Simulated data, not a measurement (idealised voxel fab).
Herein follows the process module entitled voxel self aligned contacts.
In the cross-section labelled cut, the width is 285 nm and each square cell is 5 nm.
We lay out every cross-section as a grid of square cells and spell it out in bands from the top down, where one band means one or more rows of cells. Band: top height; bottom height; in nm. Then, left to right: material with width in nm, for each material. "edge to edge": a single material spanning edge to edge. "empty": empty space. The level at which height equals 0 is the one under which the wafer, as it arrives, is entirely one material. No lower edge exists for the bottom band, which continues downward and is notated as in "from 0 down". With a width like "30->40", each row of cells in the band differs from the next by the same amount, the top row carrying the first number and the bottom row the second. The cross-section has no changed cell in any step marked "no alterations made". Empty spaces without an open route to the top, at least 8 cells in extent, make up the entry "Unvented internal voids"; each is given as width x height at distance, where the distance is measured from the left edge, and all are in nm. If you see something after the settings on a step's line, that's the simulator's own remark about that step. overlay nm: where the mask lay relative to plan, measured to the right, on steps with a mask; negatives go left.

### Steps planned for the process
1 RECEIVE: material Si
2 OXIDIZE: depth nm 5
3 DIRECTIONAL_DEP: material polySi, thk nm 25
4 DIRECTIONAL_DEP: material SiN, thk nm 15
5 DIRECTIONAL_DEP: material aC, thk nm 15
6 PATTERN: tone cover, mask id GATE, material resist, width nm 25, pitch nm 55, thk nm 30, overlay nm 0
7 DIRECTIONAL_ETCH: etch materials aC, depth nm 15
8 STRIP: etch materials resist
9 DIRECTIONAL_ETCH: etch materials SiN, depth nm 15
10 DIRECTIONAL_ETCH: etch materials polySi, depth nm 25
11 STRIP: etch materials aC
12 CONFORMAL_DEP: material SiN, thk nm 5
13 DIRECTIONAL_ETCH: etch materials SiN, depth nm 5
14 FILL_DEP: material SiO2, thk nm 10
15 CMP: height nm 45
16 MASKED_ETCH: tone open, mask id CONTACT, width nm 40, pitch nm 55, etch materials SiO2, depth nm 50, overlay nm 0
17 CONFORMAL_DEP: material TiN, thk nm 5
18 FILL_DEP: material W, thk nm 5
19 CMP: height nm 45
20 CONFORMAL_DEP: material SiN, thk nm 5

### The first of the two wafers, which ran as planned

### This is the cross-section of the wafer as we received it, i.e. after step 1
	from 0 down | Si edge to edge
	Unvented internal voids: none

### After step 2, in cross-section
	from 0 to -5 | SiO2 edge to edge
	Below -5, the layers are the same as they were.

### After step 3, in cross-section
	from 25 to 0 | polySi edge to edge
	Below 0, the layers are the same as they were.

### After step 4, in cross-section
	from 40 to 25 | SiN edge to edge
	Below 25, the layers are the same as they were.

### After step 5, in cross-section
	from 55 to 40 | aC edge to edge
	Below 40, the layers are the same as they were.

### After step 6, in cross-section
	from 85 to 55 | empty 75 | resist 25 | empty 30 | resist 25 | empty 30 | resist 25 | empty 75
	Below 55, the layers are the same as they were.

### After step 7, in cross-section
	from 70 to 55 | empty 75 | resist 25 | empty 30 | resist 25 | empty 30 | resist 25 | empty 75
	from 55 to 40 | empty 75 | aC 25 | empty 30 | aC 25 | empty 30 | aC 25 | empty 75
	Below 40, the layers are the same as they were.

### After step 8, in cross-section
	from 55 to 40 | empty 75 | aC 25 | empty 30 | aC 25 | empty 30 | aC 25 | empty 75
	Below 40, the layers are the same as they were.

### After step 9, in cross-section
	from 55 to 40 | empty 75 | aC 25 | empty 30 | aC 25 | empty 30 | aC 25 | empty 75
	from 40 to 25 | empty 75 | SiN 25 | empty 30 | SiN 25 | empty 30 | SiN 25 | empty 75
	Below 25, the layers are the same as they were.

### After step 10, in cross-section
	from 55 to 40 | empty 75 | aC 25 | empty 30 | aC 25 | empty 30 | aC 25 | empty 75
	from 40 to 25 | empty 75 | SiN 25 | empty 30 | SiN 25 | empty 30 | SiN 25 | empty 75
	from 25 to 0 | empty 75 | polySi 25 | empty 30 | polySi 25 | empty 30 | polySi 25 | empty 75
	Below 0, the layers are the same as they were.

### After step 11, in cross-section
	from 40 to 25 | empty 75 | SiN 25 | empty 30 | SiN 25 | empty 30 | SiN 25 | empty 75
	Below 25, the layers are the same as they were.

### After step 12, in cross-section
	from 45 to 25 | empty 70 | SiN 35 | empty 20 | SiN 35 | empty 20 | SiN 35 | empty 70
	from 25 to 5 | empty 70 | SiN 5 | polySi 25 | SiN 5 | empty 20 | SiN 5 | polySi 25 | SiN 5 | empty 20 | SiN 5 | polySi 25 | SiN 5 | empty 70
	from 5 to 0 | SiN 75 | polySi 25 | SiN 30 | polySi 25 | SiN 30 | polySi 25 | SiN 75
	Below 0, the layers are the same as they were.

### After step 13, in cross-section
	from 40 to 25 | empty 70 | SiN 35 | empty 20 | SiN 35 | empty 20 | SiN 35 | empty 70
	from 25 to 0 | empty 70 | SiN 5 | polySi 25 | SiN 5 | empty 20 | SiN 5 | polySi 25 | SiN 5 | empty 20 | SiN 5 | polySi 25 | SiN 5 | empty 70
	Below 0, the layers are the same as they were.

### After step 14, in cross-section
	from 50 to 40 | SiO2 edge to edge
	from 40 to 25 | SiO2 70 | SiN 35 | SiO2 20 | SiN 35 | SiO2 20 | SiN 35 | SiO2 70
	from 25 to 0 | SiO2 70 | SiN 5 | polySi 25 | SiN 5 | SiO2 20 | SiN 5 | polySi 25 | SiN 5 | SiO2 20 | SiN 5 | polySi 25 | SiN 5 | SiO2 70
	Below 0, the layers are the same as they were.

### After step 15, in cross-section
	from 45 to 40 | SiO2 edge to edge
	Below 40, the layers are the same as they were.

### After step 16, in cross-section
	from 45 to 40 | SiO2 95 | empty 40 | SiO2 15 | empty 40 | SiO2 95
	from 40 to 25 | SiO2 70 | SiN 35 | empty 20 | SiN 35 | empty 20 | SiN 35 | SiO2 70
	from 25 to 0 | SiO2 70 | SiN 5 | polySi 25 | SiN 5 | empty 20 | SiN 5 | polySi 25 | SiN 5 | empty 20 | SiN 5 | polySi 25 | SiN 5 | SiO2 70
	from 0 to -5 | SiO2 105 | empty 20 | SiO2 35 | empty 20 | SiO2 105
	Below -5, the layers are the same as they were.

### After step 17, in cross-section
	from 50 to 45 | TiN 100 | empty 30 | TiN 25 | empty 30 | TiN 100
	from 45 to 40 | SiO2 95 | TiN 15 | empty 10 | TiN 15 | SiO2 15 | TiN 15 | empty 10 | TiN 15 | SiO2 95
	from 40 to 25 | SiO2 70 | SiN 35 | TiN 5 | empty 10 | TiN 5 | SiN 35 | TiN 5 | empty 10 | TiN 5 | SiN 35 | SiO2 70
	from 25 to 0 | SiO2 70 | SiN 5 | polySi 25 | SiN 5 | TiN 5 | empty 10 | TiN 5 | SiN 5 | polySi 25 | SiN 5 | TiN 5 | empty 10 | TiN 5 | SiN 5 | polySi 25 | SiN 5 | SiO2 70
	from 0 to -5 | SiO2 105 | TiN 20 | SiO2 35 | TiN 20 | SiO2 105
	Below -5, the layers are the same as they were.

### After step 18, in cross-section
	from 55 to 50 | W edge to edge
	from 50 to 45 | TiN 100 | W 30 | TiN 25 | W 30 | TiN 100
	from 45 to 40 | SiO2 95 | TiN 15 | W 10 | TiN 15 | SiO2 15 | TiN 15 | W 10 | TiN 15 | SiO2 95
	from 40 to 25 | SiO2 70 | SiN 35 | TiN 5 | W 10 | TiN 5 | SiN 35 | TiN 5 | W 10 | TiN 5 | SiN 35 | SiO2 70
	from 25 to 0 | SiO2 70 | SiN 5 | polySi 25 | SiN 5 | TiN 5 | W 10 | TiN 5 | SiN 5 | polySi 25 | SiN 5 | TiN 5 | W 10 | TiN 5 | SiN 5 | polySi 25 | SiN 5 | SiO2 70
	Below 0, the layers are the same as they were.

### After step 19, in cross-section
	from 45 to 40 | SiO2 95 | TiN 15 | W 10 | TiN 15 | SiO2 15 | TiN 15 | W 10 | TiN 15 | SiO2 95
	Below 40, the layers are the same as they were.

### After step 20, in cross-section
	from 50 to 45 | SiN edge to edge
	Below 45, the layers are the same as they were.

### Second wafer, same starting state and plan as the first, one mistake in the run, identical through step 1

### Look at the second wafer in cross-section at the time step 2 ought to have finished
	from 0 to -15 | SiO2 edge to edge
	Below -15, the layers are the same as they were.

### Look at the second wafer in cross-section at the time step 3 ought to have finished
	from 25 to 0 | polySi edge to edge
	Below 0, the layers are the same as they were.

### Look at the second wafer in cross-section at the time step 4 ought to have finished
	from 40 to 25 | SiN edge to edge
	Below 25, the layers are the same as they were.

### Look at the second wafer in cross-section at the time step 5 ought to have finished
	from 55 to 40 | aC edge to edge
	Below 40, the layers are the same as they were.

### Look at the second wafer in cross-section at the time step 6 ought to have finished
	from 85 to 55 | empty 75 | resist 25 | empty 30 | resist 25 | empty 30 | resist 25 | empty 75
	Below 55, the layers are the same as they were.

### Look at the second wafer in cross-section at the time step 7 ought to have finished
	from 70 to 55 | empty 75 | resist 25 | empty 30 | resist 25 | empty 30 | resist 25 | empty 75
	from 55 to 40 | empty 75 | aC 25 | empty 30 | aC 25 | empty 30 | aC 25 | empty 75
	Below 40, the layers are the same as they were.

### Look at the second wafer in cross-section at the time step 8 ought to have finished
	from 55 to 40 | empty 75 | aC 25 | empty 30 | aC 25 | empty 30 | aC 25 | empty 75
	Below 40, the layers are the same as they were.

### Look at the second wafer in cross-section at the time step 9 ought to have finished
	from 55 to 40 | empty 75 | aC 25 | empty 30 | aC 25 | empty 30 | aC 25 | empty 75
	from 40 to 25 | empty 75 | SiN 25 | empty 30 | SiN 25 | empty 30 | SiN 25 | empty 75
	Below 25, the layers are the same as they were.

### Look at the second wafer in cross-section at the time step 10 ought to have finished
	from 55 to 40 | empty 75 | aC 25 | empty 30 | aC 25 | empty 30 | aC 25 | empty 75
	from 40 to 25 | empty 75 | SiN 25 | empty 30 | SiN 25 | empty 30 | SiN 25 | empty 75
	from 25 to 0 | empty 75 | polySi 25 | empty 30 | polySi 25 | empty 30 | polySi 25 | empty 75
	Below 0, the layers are the same as they were.

### Look at the second wafer in cross-section at the time step 11 ought to have finished
	from 40 to 25 | empty 75 | SiN 25 | empty 30 | SiN 25 | empty 30 | SiN 25 | empty 75
	Below 25, the layers are the same as they were.

### Look at the second wafer in cross-section at the time step 12 ought to have finished
	from 45 to 25 | empty 70 | SiN 35 | empty 20 | SiN 35 | empty 20 | SiN 35 | empty 70
	from 25 to 5 | empty 70 | SiN 5 | polySi 25 | SiN 5 | empty 20 | SiN 5 | polySi 25 | SiN 5 | empty 20 | SiN 5 | polySi 25 | SiN 5 | empty 70
	from 5 to 0 | SiN 75 | polySi 25 | SiN 30 | polySi 25 | SiN 30 | polySi 25 | SiN 75
	Below 0, the layers are the same as they were.

### Look at the second wafer in cross-section at the time step 13 ought to have finished
	from 40 to 25 | empty 70 | SiN 35 | empty 20 | SiN 35 | empty 20 | SiN 35 | empty 70
	from 25 to 0 | empty 70 | SiN 5 | polySi 25 | SiN 5 | empty 20 | SiN 5 | polySi 25 | SiN 5 | empty 20 | SiN 5 | polySi 25 | SiN 5 | empty 70
	Below 0, the layers are the same as they were.

### Look at the second wafer in cross-section at the time step 14 ought to have finished
	from 50 to 40 | SiO2 edge to edge
	from 40 to 25 | SiO2 70 | SiN 35 | SiO2 20 | SiN 35 | SiO2 20 | SiN 35 | SiO2 70
	from 25 to 0 | SiO2 70 | SiN 5 | polySi 25 | SiN 5 | SiO2 20 | SiN 5 | polySi 25 | SiN 5 | SiO2 20 | SiN 5 | polySi 25 | SiN 5 | SiO2 70
	Below 0, the layers are the same as they were.

### Look at the second wafer in cross-section at the time step 15 ought to have finished
	from 45 to 40 | SiO2 edge to edge
	Below 40, the layers are the same as they were.

### Look at the second wafer in cross-section at the time step 16 ought to have finished
	from 45 to 40 | SiO2 95 | empty 40 | SiO2 15 | empty 40 | SiO2 95
	from 40 to 25 | SiO2 70 | SiN 35 | empty 20 | SiN 35 | empty 20 | SiN 35 | SiO2 70
	from 25 to 0 | SiO2 70 | SiN 5 | polySi 25 | SiN 5 | empty 20 | SiN 5 | polySi 25 | SiN 5 | empty 20 | SiN 5 | polySi 25 | SiN 5 | SiO2 70
	from 0 to -5 | SiO2 105 | empty 20 | SiO2 35 | empty 20 | SiO2 105
	Below -5, the layers are the same as they were.

### Look at the second wafer in cross-section at the time step 17 ought to have finished
	from 50 to 45 | TiN 100 | empty 30 | TiN 25 | empty 30 | TiN 100
	from 45 to 40 | SiO2 95 | TiN 15 | empty 10 | TiN 15 | SiO2 15 | TiN 15 | empty 10 | TiN 15 | SiO2 95
	from 40 to 25 | SiO2 70 | SiN 35 | TiN 5 | empty 10 | TiN 5 | SiN 35 | TiN 5 | empty 10 | TiN 5 | SiN 35 | SiO2 70
	from 25 to 0 | SiO2 70 | SiN 5 | polySi 25 | SiN 5 | TiN 5 | empty 10 | TiN 5 | SiN 5 | polySi 25 | SiN 5 | TiN 5 | empty 10 | TiN 5 | SiN 5 | polySi 25 | SiN 5 | SiO2 70
	from 0 to -5 | SiO2 105 | TiN 20 | SiO2 35 | TiN 20 | SiO2 105
	Below -5, the layers are the same as they were.

### Look at the second wafer in cross-section at the time step 18 ought to have finished
	from 55 to 50 | W edge to edge
	from 50 to 45 | TiN 100 | W 30 | TiN 25 | W 30 | TiN 100
	from 45 to 40 | SiO2 95 | TiN 15 | W 10 | TiN 15 | SiO2 15 | TiN 15 | W 10 | TiN 15 | SiO2 95
	from 40 to 25 | SiO2 70 | SiN 35 | TiN 5 | W 10 | TiN 5 | SiN 35 | TiN 5 | W 10 | TiN 5 | SiN 35 | SiO2 70
	from 25 to 0 | SiO2 70 | SiN 5 | polySi 25 | SiN 5 | TiN 5 | W 10 | TiN 5 | SiN 5 | polySi 25 | SiN 5 | TiN 5 | W 10 | TiN 5 | SiN 5 | polySi 25 | SiN 5 | SiO2 70
	Below 0, the layers are the same as they were.

### Look at the second wafer in cross-section at the time step 19 ought to have finished
	from 45 to 40 | SiO2 95 | TiN 15 | W 10 | TiN 15 | SiO2 15 | TiN 15 | W 10 | TiN 15 | SiO2 95
	Below 40, the layers are the same as they were.

### Look at the second wafer in cross-section at the time step 20 ought to have finished
	from 50 to 45 | SiN edge to edge
	Below 45, the layers are the same as they were.
what went wrong: so step 2 ended up running with a different setting than we planned, it ran as OXIDIZE: depth nm 15
Materials where the second wafer ends with more or fewer cells than the first: 114 fewer of Si, 114 more of SiO2
